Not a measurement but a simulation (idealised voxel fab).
This is a process module. Its name is voxel tone inversion.
Xsec cut, 180 nm wide, square cell size 5 nm.
Cross-section, as written here: a square-cell grid given band by band from the top down, where a band holds one or more rows of cells. What a band's entry tells you: where the top is and where the bottom is, as heights in nm, and after that what lies inside, material by material from left to right, each with its width in nm. Empty space is written as the word "air", and a single material marked with the word "everywhere" occupies the band from edge to edge. Note: height 0 marks the level under which the wafer is uniformly one material as received. Lowest band unbounded below, written "0 nm and below". Per-row width for "30->40": begins at first number (top row of band), ends at second number (bottom row), increment between rows held constant. "no change occurred" means the step left every cell of the cross-section as it was. The entry "Sealed void list" lists the empty spaces that cover at least 8 cells and have no open path to the top. Each is written as width x height at distance, where the distance is measured from the left edge and all three values are in nm. On a step's line, text after the settings is the simulator commenting on that step. "overlay nm" on a masked step: distance the mask lay right of its planned place, negative for left.
**So here's the lineup of process steps we planned**
1 op RECEIVE | material Si
2 op CONFORMAL_DEP | material SiCN | thk nm 10
3 op DIRECTIONAL_DEP | material polySi | thk nm 25
4 op PATTERN | tone cover | mask id POSTS | material resist | width nm 15 | pitch nm 35 | thk nm 30 | overlay nm 0
5 op DIRECTIONAL_ETCH | etch materials polySi | depth nm 25
6 op STRIP | etch materials resist
7 op FILL_DEP | material SiO2 | thk nm 5
8 op CMP | height nm 35
9 op STRIP | etch materials polySi
10 op CONFORMAL_DEP | material TiN | thk nm 5
11 op FILL_DEP | material W | thk nm 10
12 op CMP | height nm 35
13 op CONFORMAL_DEP | material SiCN | thk nm 5
**Delivered wafer in cross-section: state after step 1**
- 0 nm and below | Si everywhere
- Sealed void list: none
**Run as planned - first of the two wafers cross-sectioned at the end of the module**
- 40 nm to 35 nm | SiCN everywhere
- 35 nm to 15 nm | SiO2 65, TiN 5, W 5, TiN 5, SiO2 20, TiN 5, W 5, TiN 5, SiO2 65
- 15 nm to 10 nm | SiO2 65, TiN 15, SiO2 20, TiN 15, SiO2 65
- 10 nm to 0 nm | SiCN everywhere
- 0 nm and below | Si everywhere
- Sealed void list: none
**The second wafer, shown in cross-section after the module: started the same way as the first and given the same plan, yet one mistake crept into how it was run**
- 40 nm to 35 nm | SiCN everywhere
- 35 nm to 15 nm | SiO2 65, TiN 5, W 10, TiN 5, SiO2 15, TiN 5, W 10, TiN 5, SiO2 60
- 15 nm to 10 nm | SiO2 65, TiN 20, SiO2 15, TiN 20, SiO2 60
- 10 nm to 0 nm | SiCN everywhere
- 0 nm and below | Si everywhere
- Sealed void list: none
Run error: planned and actual differ for step 4; actual: op PATTERN | tone cover | mask id POSTS | material resist | width nm 20 | pitch nm 35 | thk nm 30 | overlay nm 0
It is noted that, at the conclusion of processing, the second wafer exhibits a higher or lower cell count for certain materials relative to the first: -10 SiO2 | +2 TiN | +8 W
